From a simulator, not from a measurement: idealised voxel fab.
The name of this process module is voxel plated lines.
Shown is cross-section cut, with a width of 265 nm and square cells of size 5 nm.
How to read a cross-section here: the picture is a grid of square cells, written as bands going from the top down, and any band can span one or more rows of cells.
A band entry consists of two parts. The first gives the height of the band's top and the height of its bottom, in nm. The rest lists the band's materials from left to right, each with its width in nm. A single material labelled with the word "throughout" fills the band from edge to edge, and the word "empty" marks empty space.
Convention: height 0 is the level below which the wafer, as received, is all one material. The lowest band does not terminate at the bottom but continues downward, represented as "from 0 down".
Per-row width for "30..40": begins at first number (top row of band), ends at second number (bottom row), increment between rows held constant.
Step marked "remained unchanged"? Then no cell in the cross-section changed in it.
"Enclosed void entries" enumerates empty spaces isolated from the top, with no open way to it, that contain at least 8 cells, giving each as width x height at distance from the left edge, all three in nm.
Post-settings text on a step line: simulator's own remark regarding the step.
A step's line can hold "overlay nm"; with a mask on that step, the setting says how far right of the planned place the mask lay, while a negative setting says it lay to the left.

INTENDED PROCESS STEPS
step 1: RECEIVE,material Si
step 2: CONFORMAL_DEP,material SiO2,thk nm 5
step 3: DIRECTIONAL_DEP,material TiN,thk nm 5
step 4: PATTERN,tone open,mask id LINES,material resist,width nm 25,pitch nm 55,thk nm 20,overlay nm 0
step 5: EPI,material Ru,thk nm 10
step 6: STRIP,etch materials resist
step 7: DIRECTIONAL_ETCH,etch materials TiN,depth nm 5
step 8: CONFORMAL_DEP,material SiCN,thk nm 5

THE FIRST OF THE TWO WAFERS, WHICH RAN AS PLANNED

WAFER AT RECEIPT (POST STEP 1), CROSS-SECTION
> from 0 down | Si throughout
> Enclosed void entries: none

THE WAFER, SEEN IN CROSS-SECTION, AFTER STEP 2
> from 5 to 0 | SiO2 throughout
> Below 0 it's all the same as before, nothing changed down there.

THE WAFER, SEEN IN CROSS-SECTION, AFTER STEP 3
> from 10 to 5 | TiN throughout
> Below 5 it's all the same as before, nothing changed down there.

THE WAFER, SEEN IN CROSS-SECTION, AFTER STEP 4
> from 30 to 10 | resist: 65, empty: 25, resist: 30, empty: 25, resist: 30, empty: 25, resist: 65
> Below 10 it's all the same as before, nothing changed down there.

THE WAFER, SEEN IN CROSS-SECTION, AFTER STEP 5
> from 30 to 20 | resist: 65, empty: 25, resist: 30, empty: 25, resist: 30, empty: 25, resist: 65
> from 20 to 10 | resist: 65, Ru: 25, resist: 30, Ru: 25, resist: 30, Ru: 25, resist: 65
> Below 10 it's all the same as before, nothing changed down there.

THE WAFER, SEEN IN CROSS-SECTION, AFTER STEP 6
> from 20 to 10 | empty: 65, Ru: 25, empty: 30, Ru: 25, empty: 30, Ru: 25, empty: 65
> Below 10 it's all the same as before, nothing changed down there.

THE WAFER, SEEN IN CROSS-SECTION, AFTER STEP 7
> from 20 to 10 | empty: 65, Ru: 25, empty: 30, Ru: 25, empty: 30, Ru: 25, empty: 65
> from 10 to 5 | empty: 65, TiN: 25, empty: 30, TiN: 25, empty: 30, TiN: 25, empty: 65
> Below 5 it's all the same as before, nothing changed down there.

THE WAFER, SEEN IN CROSS-SECTION, AFTER STEP 8
> from 25 to 20 | empty: 60, SiCN: 35, empty: 20, SiCN: 35, empty: 20, SiCN: 35, empty: 60
> from 20 to 10 | empty: 60, SiCN: 5, Ru: 25, SiCN: 5, empty: 20, SiCN: 5, Ru: 25, SiCN: 5, empty: 20, SiCN: 5, Ru: 25, SiCN: 5, empty: 60
> from 10 to 5 | SiCN: 65, TiN: 25, SiCN: 30, TiN: 25, SiCN: 30, TiN: 25, SiCN: 65
> Below 5 it's all the same as before, nothing changed down there.

HERE THE SECOND WAFER IS DESCRIBED. ITS START AND ITS PLAN WERE THOSE OF THE FIRST WAFER. ITS RUN CONTAINED ONE MISTAKE. UP TO AND INCLUDING STEP 1, IT DID EXACTLY WHAT THE FIRST WAFER DID

SECOND WAFER, SECTIONED VIEW, AT STEP 2'S PLANNED END TIME
> from 5 to 0 | TiN throughout
> Below 0 it's all the same as before, nothing changed down there.

SECOND WAFER, SECTIONED VIEW, AT STEP 3'S PLANNED END TIME
> from 10 to 5 | SiO2 throughout
> Below 5 it's all the same as before, nothing changed down there.

SECOND WAFER, SECTIONED VIEW, AT STEP 4'S PLANNED END TIME
> from 30 to 10 | resist: 65, empty: 25, resist: 30, empty: 25, resist: 30, empty: 25, resist: 65
> Below 10 it's all the same as before, nothing changed down there.

Second wafer, sectioned view, at step 5's planned end time: remained unchanged

SECOND WAFER, SECTIONED VIEW, AT STEP 6'S PLANNED END TIME
> from 10 to 5 | SiO2 throughout
> Below 5 it's all the same as before, nothing changed down there.

Second wafer, sectioned view, at step 7's planned end time: remained unchanged

SECOND WAFER, SECTIONED VIEW, AT STEP 8'S PLANNED END TIME
> from 15 to 10 | SiCN throughout
> Below 10 it's all the same as before, nothing changed down there.
Finding, execution versus plan: a sequencing error occurred in which plan steps 2 and 3 were transposed
End check, counted in cells, second wafer has more or fewer of these materials than the first: -30 Ru; -18 SiCN; +38 TiN
